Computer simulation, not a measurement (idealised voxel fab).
Process module in this document: voxel spacer lines
Displayed cross-section: cut, width of 220 nm, square cells sized 5 nm.
A cross-section in this document is a grid of square cells, and it is written down as bands, the top band listed before the ones below it; a band is made up of one or more rows of cells.
In this notation a band is specified by the heights of its top and bottom, in that order and in nm, after which its materials appear from left to right, each paired with its width in nm. The word "edge to edge" attached to a single material means that material fills the band from edge to edge; the word "empty" stands for empty space.
The reference from which all heights are counted is 0, the level beneath which the as-received wafer is entirely one material; the lowest band, having no lower bound, proceeds downward and is written after the example "0 nm and below".
The two numbers in a width such as "30..40" mark its ends across the band: the first belongs to the top row of cells, the second to the bottom row, and from each row to the next the width moves by the same amount.
When a step is marked "no modifications", none of the cells in the cross-section changed during that step.
Any empty space of 8 cells or more lacking an open way to the top shows up in "Closed voids list" as width x height at distance, distance from the left edge, in nm.
On each step's line, the part that comes after the settings is the simulator's own comment on the step.
overlay nm, on a step with a mask: how far to the right of its planned place the mask lay; to the left if negative
[The following list gives the planned process steps]
1) RECEIVE,material Si
2) CONFORMAL_DEP,material Al2O3,thk nm 5
3) DIRECTIONAL_DEP,material TiN,thk nm 20
4) DIRECTIONAL_DEP,material polySi,thk nm 20
5) PATTERN,tone cover,mask id MANDREL,material resist,width nm 15,pitch nm 60,thk nm 25,overlay nm 0
6) DIRECTIONAL_ETCH,etch materials polySi,depth nm 20
7) STRIP,etch materials resist
8) CONFORMAL_DEP,material SiN,thk nm 15
9) DIRECTIONAL_ETCH,etch materials SiN,depth nm 15
10) STRIP,etch materials polySi
11) DIRECTIONAL_ETCH,etch materials TiN,depth nm 20
12) STRIP,etch materials SiN
[First of two wafers - as planned]
[Incoming wafer, cross-sectional view, post step 1]
  0 nm and below  Si edge to edge
  Closed voids list: none
[Cross-section through the wafer, step 2 finished]
  5 nm to 0 nm  Al2O3 edge to edge
  No changes below 0.
[Cross-section through the wafer, step 3 finished]
  25 nm to 5 nm  TiN edge to edge
  No changes below 5.
[Cross-section through the wafer, step 4 finished]
  45 nm to 25 nm  polySi edge to edge
  No changes below 25.
[Cross-section through the wafer, step 5 finished]
  70 nm to 45 nm  empty 70 nm / resist 15 nm / empty 45 nm / resist 15 nm / empty 75 nm
  No changes below 45.
[Cross-section through the wafer, step 6 finished]
  70 nm to 45 nm  empty 70 nm / resist 15 nm / empty 45 nm / resist 15 nm / empty 75 nm
  45 nm to 25 nm  empty 70 nm / polySi 15 nm / empty 45 nm / polySi 15 nm / empty 75 nm
  No changes below 25.
[Cross-section through the wafer, step 7 finished]
  45 nm to 25 nm  empty 70 nm / polySi 15 nm / empty 45 nm / polySi 15 nm / empty 75 nm
  No changes below 25.
[Cross-section through the wafer, step 8 finished]
  60 nm to 45 nm  empty 55 nm / SiN 45 nm / empty 15 nm / SiN 45 nm / empty 60 nm
  45 nm to 40 nm  empty 55 nm / SiN 15 nm / polySi 15 nm / SiN 15 nm / empty 15 nm / SiN 15 nm / polySi 15 nm / SiN 15 nm / empty 60 nm
  40 nm to 25 nm  SiN 70 nm / polySi 15 nm / SiN 45 nm / polySi 15 nm / SiN 75 nm
  No changes below 25.
[Cross-section through the wafer, step 9 finished]
  45 nm to 25 nm  empty 55 nm / SiN 15 nm / polySi 15 nm / SiN 15 nm / empty 15 nm / SiN 15 nm / polySi 15 nm / SiN 15 nm / empty 60 nm
  No changes below 25.
[Cross-section through the wafer, step 10 finished]
  45 nm to 25 nm  empty 55 nm / SiN 15 nm / empty 15 nm / SiN 15 nm / empty 15 nm / SiN 15 nm / empty 15 nm / SiN 15 nm / empty 60 nm
  No changes below 25.
[Cross-section through the wafer, step 11 finished]
  45 nm to 25 nm  empty 55 nm / SiN 15 nm / empty 15 nm / SiN 15 nm / empty 15 nm / SiN 15 nm / empty 15 nm / SiN 15 nm / empty 60 nm
  25 nm to 5 nm  empty 55 nm / TiN 15 nm / empty 15 nm / TiN 15 nm / empty 15 nm / TiN 15 nm / empty 15 nm / TiN 15 nm / empty 60 nm
  No changes below 5.
[Cross-section through the wafer, step 12 finished]
  25 nm to 5 nm  empty 55 nm / TiN 15 nm / empty 15 nm / TiN 15 nm / empty 15 nm / TiN 15 nm / empty 15 nm / TiN 15 nm / empty 60 nm
  No changes below 5.
[Second wafer - shared start and plan with the first - one error in running - same as the first up to step 4 inclusive]
[when step 5 should have ended]
  70 nm to 45 nm  empty 80 nm / resist 15 nm / empty 45 nm / resist 15 nm / empty 65 nm
  No changes below 45.
[when step 6 should have ended]
  70 nm to 45 nm  empty 80 nm / resist 15 nm / empty 45 nm / resist 15 nm / empty 65 nm
  45 nm to 25 nm  empty 80 nm / polySi 15 nm / empty 45 nm / polySi 15 nm / empty 65 nm
  No changes below 25.
[when step 7 should have ended]
  45 nm to 25 nm  empty 80 nm / polySi 15 nm / empty 45 nm / polySi 15 nm / empty 65 nm
  No changes below 25.
[when step 8 should have ended]
  60 nm to 45 nm  empty 65 nm / SiN 45 nm / empty 15 nm / SiN 45 nm / empty 50 nm
  45 nm to 40 nm  empty 65 nm / SiN 15 nm / polySi 15 nm / SiN 15 nm / empty 15 nm / SiN 15 nm / polySi 15 nm / SiN 15 nm / empty 50 nm
  40 nm to 25 nm  SiN 80 nm / polySi 15 nm / SiN 45 nm / polySi 15 nm / SiN 65 nm
  No changes below 25.
[when step 9 should have ended]
  45 nm to 25 nm  empty 65 nm / SiN 15 nm / polySi 15 nm / SiN 15 nm / empty 15 nm / SiN 15 nm / polySi 15 nm / SiN 15 nm / empty 50 nm
  No changes below 25.
[when step 10 should have ended]
  45 nm to 25 nm  empty 65 nm / SiN 15 nm / empty 15 nm / SiN 15 nm / empty 15 nm / SiN 15 nm / empty 15 nm / SiN 15 nm / empty 50 nm
  No changes below 25.
[when step 11 should have ended]
  45 nm to 25 nm  empty 65 nm / SiN 15 nm / empty 15 nm / SiN 15 nm / empty 15 nm / SiN 15 nm / empty 15 nm / SiN 15 nm / empty 50 nm
  25 nm to 5 nm  empty 65 nm / TiN 15 nm / empty 15 nm / TiN 15 nm / empty 15 nm / TiN 15 nm / empty 15 nm / TiN 15 nm / empty 50 nm
  No changes below 5.
[when step 12 should have ended]
  25 nm to 5 nm  empty 65 nm / TiN 15 nm / empty 15 nm / TiN 15 nm / empty 15 nm / TiN 15 nm / empty 15 nm / TiN 15 nm / empty 50 nm
  No changes below 5.
What was done differently from what was planned? rather than as planned, step 5 actually ran as PATTERN,tone cover,mask id MANDREL,material resist,width nm 15,pitch nm 60,thk nm 25,overlay nm 10
Same inventory, different map: at the end, the second wafer holds as many cells of each material as the first, placed elsewhere.
